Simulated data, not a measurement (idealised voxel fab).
process module | voxel gate over fins
cross-section cut | 280 nm wide | cells 5 nm
A cross-section is a grid of square cells, given in bands from the top down. A band is one or more rows of cells.
Each band's line starts with the height of the band's top and of its bottom, in nm. Then come its materials from left to right, each with its width in nm. One material with "throughout" fills the band from edge to edge. "air" is empty space.
Height 0 is the level under which the wafer as received is all one material. The lowest band goes on downwards, as in "0 down".
A width such as "30 to 40" changes by the same amount from each row of cells to the next, from the band's top row to its bottom row.
"no change" after a step means that no cell of the cross-section changed.
closed voids: empty space of 8 cells or more with no open way to the top, each as width x height at its distance from the left edge, in nm
after a step's settings: what the simulator itself notes on the step
overlay nm, on a step with a mask: how far to the right of its planned place the mask lay; to the left if negative
plan
1 op RECEIVE | material Si
2 op CONFORMAL_DEP | material SiN | thk nm 10
3 op MASKED_ETCH | tone cover | mask id FINS | width nm 15 | pitch nm 45 | etch materials SiN | depth nm 10 | overlay nm 0
4 op MASKED_ETCH | tone cover | mask id FINS | width nm 15 | pitch nm 45 | etch materials Si | depth nm 30 | overlay nm 0
5 op OXIDIZE | depth nm 5
6 op FILL_DEP | material SiO2 | thk nm 5
7 op CMP | height nm 10
8 op SELECTIVE_ETCH | etch materials SiO2 | depth nm 20
9 op STRIP | etch materials SiN
10 op CONFORMAL_DEP | material HfO2 | thk nm 5
11 op CONFORMAL_DEP | material TiN | thk nm 5
12 op CONFORMAL_DEP | material TiAl | thk nm 5
13 op CONFORMAL_DEP | material TiN | thk nm 5
14 op FILL_DEP | material W | thk nm 15
15 op CMP | height nm 30
16 op CONFORMAL_DEP | material SiN | thk nm 10
first wafer, as planned
as received, after step 1
  0 down: Si throughout
  closed voids: none
after step 2
  10 to 0: SiN throughout
  below 0: unchanged
after step 3
  10 to 0: air 110 | SiN 15 | air 30 | SiN 15 | air 110
  below 0: unchanged
after step 4
  10 to 0: air 110 | SiN 15 | air 30 | SiN 15 | air 110
  0 to -30: air 110 | Si 15 | air 30 | Si 15 | air 110
  below -30: unchanged
after step 5
  10 to 0: air 110 | SiN 15 | air 30 | SiN 15 | air 110
  0 to -30: air 110 | SiO2 5 | Si 5 | SiO2 5 | air 30 | SiO2 5 | Si 5 | SiO2 5 | air 110
  -30 to -35: SiO2 115 | Si 5 | SiO2 40 | Si 5 | SiO2 115
  below -35: unchanged
after step 6
  15 to 10: SiO2 throughout
  10 to 0: SiO2 110 | SiN 15 | SiO2 30 | SiN 15 | SiO2 110
  0 to -35: SiO2 115 | Si 5 | SiO2 40 | Si 5 | SiO2 115
  below -35: unchanged
after step 7
  10 to 0: SiO2 110 | SiN 15 | SiO2 30 | SiN 15 | SiO2 110
  below 0: unchanged
after step 8
  10 to 0: air 110 | SiN 15 | air 30 | SiN 15 | air 110
  0 to -10: air 115 | Si 5 | air 40 | Si 5 | air 115
  below -10: unchanged
after step 9
  0 to -10: air 115 | Si 5 | air 40 | Si 5 | air 115
  below -10: unchanged
after step 10
  5 to 0: air 110 | HfO2 15 | air 30 | HfO2 15 | air 110
  0 to -5: air 110 | HfO2 5 | Si 5 | HfO2 5 | air 30 | HfO2 5 | Si 5 | HfO2 5 | air 110
  -5 to -10: HfO2 115 | Si 5 | HfO2 40 | Si 5 | HfO2 115
  below -10: unchanged
after step 11
  10 to 5: air 105 | TiN 25 | air 20 | TiN 25 | air 105
  5 to 0: air 105 | TiN 5 | HfO2 15 | TiN 5 | air 20 | TiN 5 | HfO2 15 | TiN 5 | air 105
  0 to -5: TiN 110 | HfO2 5 | Si 5 | HfO2 5 | TiN 30 | HfO2 5 | Si 5 | HfO2 5 | TiN 110
  below -5: unchanged
after step 12
  15 to 10: air 100 | TiAl 35 | air 10 | TiAl 35 | air 100
  10 to 5: air 100 | TiAl 5 | TiN 25 | TiAl 5 | air 10 | TiAl 5 | TiN 25 | TiAl 5 | air 100
  5 to 0: TiAl 105 | TiN 5 | HfO2 15 | TiN 5 | TiAl 20 | TiN 5 | HfO2 15 | TiN 5 | TiAl 105
  below 0: unchanged
after step 13
  20 to 15: air 95 | TiN 90 | air 95
  15 to 10: air 95 | TiN 5 | TiAl 35 | TiN 10 | TiAl 35 | TiN 5 | air 95
  10 to 5: TiN 100 | TiAl 5 | TiN 25 | TiAl 5 | TiN 10 | TiAl 5 | TiN 25 | TiAl 5 | TiN 100
  below 5: unchanged
after step 14
  35 to 20: W throughout
  20 to 15: W 95 | TiN 90 | W 95
  15 to 10: W 95 | TiN 5 | TiAl 35 | TiN 10 | TiAl 35 | TiN 5 | W 95
  below 10: unchanged
after step 15
  30 to 20: W throughout
  below 20: unchanged
after step 16
  40 to 30: SiN throughout
  below 30: unchanged
second wafer: like start, like plan, one mistake. Through step 2 it matches the first wafer
when step 3 should have ended
  10 to 0: air 105 | SiN 15 | air 30 | SiN 15 | air 115
  below 0: unchanged
when step 4 should have ended
  10 to 0: air 105 | SiN 15 | air 30 | SiN 15 | air 115
  0 to -30: air 105 | Si 20 | air 25 | Si 20 | air 110
  below -30: unchanged
when step 5 should have ended
  10 to 0: air 105 | SiN 15 | air 30 | SiN 15 | air 115
  0 to -5: air 105 | SiO2 5 | Si 5 | SiO2 10 | air 25 | SiO2 5 | Si 5 | SiO2 10 | air 110
  -5 to -30: air 105 | SiO2 5 | Si 10 | SiO2 5 | air 25 | SiO2 5 | Si 10 | SiO2 5 | air 110
  -30 to -35: SiO2 110 | Si 10 | SiO2 35 | Si 10 | SiO2 115
  below -35: unchanged
when step 6 should have ended
  15 to 10: SiO2 throughout
  10 to 0: SiO2 105 | SiN 15 | SiO2 30 | SiN 15 | SiO2 115
  0 to -5: SiO2 110 | Si 5 | SiO2 40 | Si 5 | SiO2 120
  -5 to -35: SiO2 110 | Si 10 | SiO2 35 | Si 10 | SiO2 115
  below -35: unchanged
when step 7 should have ended
  10 to 0: SiO2 105 | SiN 15 | SiO2 30 | SiN 15 | SiO2 115
  below 0: unchanged
when step 8 should have ended
  10 to 0: air 105 | SiN 15 | air 30 | SiN 15 | air 115
  0 to -10: air 110 | Si 5 to 10 | air 40 to 35 | Si 5 to 10 | air 120 to 115
  below -10: unchanged
when step 9 should have ended
  0 to -10: air 110 | Si 5 to 10 | air 40 to 35 | Si 5 to 10 | air 120 to 115
  below -10: unchanged
when step 10 should have ended
  5 to 0: air 105 | HfO2 15 | air 30 | HfO2 15 | air 115
  0 to -5: air 105 | HfO2 5 | Si 5 | HfO2 10 | air 25 | HfO2 5 | Si 5 | HfO2 10 | air 110
  -5 to -10: HfO2 110 | Si 10 | HfO2 35 | Si 10 | HfO2 115
  below -10: unchanged
when step 11 should have ended
  10 to 5: air 100 | TiN 25 | air 20 | TiN 25 | air 110
  5 to 0: air 100 | TiN 5 | HfO2 15 | TiN 10 | air 15 | TiN 5 | HfO2 15 | TiN 10 | air 105
  0 to -5: TiN 105 | HfO2 5 | Si 5 | HfO2 10 | TiN 25 | HfO2 5 | Si 5 | HfO2 10 | TiN 110
  below -5: unchanged
when step 12 should have ended
  15 to 10: air 95 | TiAl 35 | air 10 | TiAl 35 | air 105
  10 to 5: air 95 | TiAl 5 | TiN 25 | TiAl 10 | air 5 | TiAl 5 | TiN 25 | TiAl 10 | air 100
  5 to 0: TiAl 100 | TiN 5 | HfO2 15 | TiN 10 | TiAl 15 | TiN 5 | HfO2 15 | TiN 10 | TiAl 105
  below 0: unchanged
when step 13 should have ended
  20 to 15: air 90 | TiN 90 | air 100
  15 to 10: air 90 | TiN 5 | TiAl 35 | TiN 10 | TiAl 35 | TiN 10 | air 95
  10 to 5: TiN 95 | TiAl 5 | TiN 25 | TiAl 10 | TiN 5 | TiAl 5 | TiN 25 | TiAl 10 | TiN 100
  below 5: unchanged
when step 14 should have ended
  35 to 20: W throughout
  20 to 15: W 90 | TiN 90 | W 100
  15 to 10: W 90 | TiN 5 | TiAl 35 | TiN 10 | TiAl 35 | TiN 10 | W 95
  below 10: unchanged
when step 15 should have ended
  30 to 20: W throughout
  below 20: unchanged
when step 16 should have ended
  40 to 30: SiN throughout
  below 30: unchanged
what went wrong: step 3 ran as: op MASKED_ETCH | tone cover | mask id FINS | width nm 15 | pitch nm 45 | etch materials SiN | depth nm 10 | overlay nm -5
at the end the second wafer has, in cells: 12 more of Si | 10 fewer of SiO2 | 1 fewer of TiN | 1 fewer of W
